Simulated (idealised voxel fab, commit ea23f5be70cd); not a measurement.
process module | voxel plated lines
cross-section cut | 155 nm wide | cells 5 nm
A cross-section is a grid of square cells, given in bands from the top down. A band is one or more rows of cells.
Each band's line starts with the height of the band's top and of its bottom, in nm. Then come its materials from left to right, each with its width in nm. One material with "throughout" fills the band from edge to edge. "air" is empty space.
Height 0 is the level under which the wafer as received is all one material. The lowest band goes on downwards, as in "0 down".
A width such as "30 to 40" changes by the same amount from each row of cells to the next, from the band's top row to its bottom row.
"no change" after a step means that no cell of the cross-section changed.
closed voids: empty space of 8 cells or more with no open way to the top, each as width x height at its distance from the left edge, in nm
after a step's settings: what the simulator itself notes on the step
overlay nm, on a step with a mask: how far to the right of its planned place the mask lay; to the left if negative
plan
1 op RECEIVE | material Si
2 op CONFORMAL_DEP | material SiN | thk nm 15
3 op DIRECTIONAL_DEP | material TiN | thk nm 5
4 op PATTERN | tone open | mask id LINES | material resist | width nm 25 | pitch nm 40 | thk nm 25 | overlay nm 0
5 op EPI | material Ru | thk nm 10
6 op EPI | material Ru | thk nm 5
7 op STRIP | etch materials resist
8 op DIRECTIONAL_ETCH | etch materials TiN | depth nm 5
9 op CONFORMAL_DEP | material SiO2 | thk nm 10
first wafer, as planned
as received, after step 1
  0 down: Si throughout
  closed voids: none
after step 2
  15 to 0: SiN throughout
  below 0: unchanged
after step 3
  20 to 15: TiN throughout
  below 15: unchanged
after step 4
  45 to 20: resist 45 | air 25 | resist 15 | air 25 | resist 45
  below 20: unchanged
after step 5
  45 to 30: resist 45 | air 25 | resist 15 | air 25 | resist 45
  30 to 20: resist 45 | Ru 25 | resist 15 | Ru 25 | resist 45
  below 20: unchanged
after step 6
  45 to 35: resist 45 | air 25 | resist 15 | air 25 | resist 45
  35 to 20: resist 45 | Ru 25 | resist 15 | Ru 25 | resist 45
  below 20: unchanged
after step 7
  35 to 20: air 45 | Ru 25 | air 15 | Ru 25 | air 45
  below 20: unchanged
after step 8
  35 to 20: air 45 | Ru 25 | air 15 | Ru 25 | air 45
  20 to 15: air 45 | TiN 25 | air 15 | TiN 25 | air 45
  below 15: unchanged
after step 9
  45 to 35: air 35 | SiO2 85 | air 35
  35 to 25: air 35 | SiO2 10 | Ru 25 | SiO2 15 | Ru 25 | SiO2 10 | air 35
  25 to 20: SiO2 45 | Ru 25 | SiO2 15 | Ru 25 | SiO2 45
  20 to 15: SiO2 45 | TiN 25 | SiO2 15 | TiN 25 | SiO2 45
  below 15: unchanged
second wafer: like start, like plan, one mistake. Through step 3 it matches the first wafer
when step 4 should have ended
  45 to 20: air 45 | resist 25 | air 15 | resist 25 | air 45
  below 20: unchanged
when step 5 should have ended
  45 to 30: air 45 | resist 25 | air 15 | resist 25 | air 45
  30 to 20: Ru 45 | resist 25 | Ru 15 | resist 25 | Ru 45
  below 20: unchanged
when step 6 should have ended
  45 to 35: air 45 | resist 25 | air 15 | resist 25 | air 45
  35 to 20: Ru 45 | resist 25 | Ru 15 | resist 25 | Ru 45
  below 20: unchanged
when step 7 should have ended
  35 to 20: Ru 45 | air 25 | Ru 15 | air 25 | Ru 45
  below 20: unchanged
when step 8 should have ended
  35 to 20: Ru 45 | air 25 | Ru 15 | air 25 | Ru 45
  20 to 15: TiN 45 | air 25 | TiN 15 | air 25 | TiN 45
  below 15: unchanged
when step 9 should have ended
  45 to 35: SiO2 55 | air 5 | SiO2 35 | air 5 | SiO2 55
  35 to 25: Ru 45 | SiO2 10 | air 5 | SiO2 10 | Ru 15 | SiO2 10 | air 5 | SiO2 10 | Ru 45
  25 to 20: Ru 45 | SiO2 25 | Ru 15 | SiO2 25 | Ru 45
  20 to 15: TiN 45 | SiO2 25 | TiN 15 | SiO2 25 | TiN 45
  below 15: unchanged
what went wrong: step 4 ran as: op PATTERN | tone cover | mask id LINES | material resist | width nm 25 | pitch nm 40 | thk nm 25 | overlay nm 0
at the end the second wafer has, in cells: 33 more of Ru | 4 more of SiO2 | 11 more of TiN
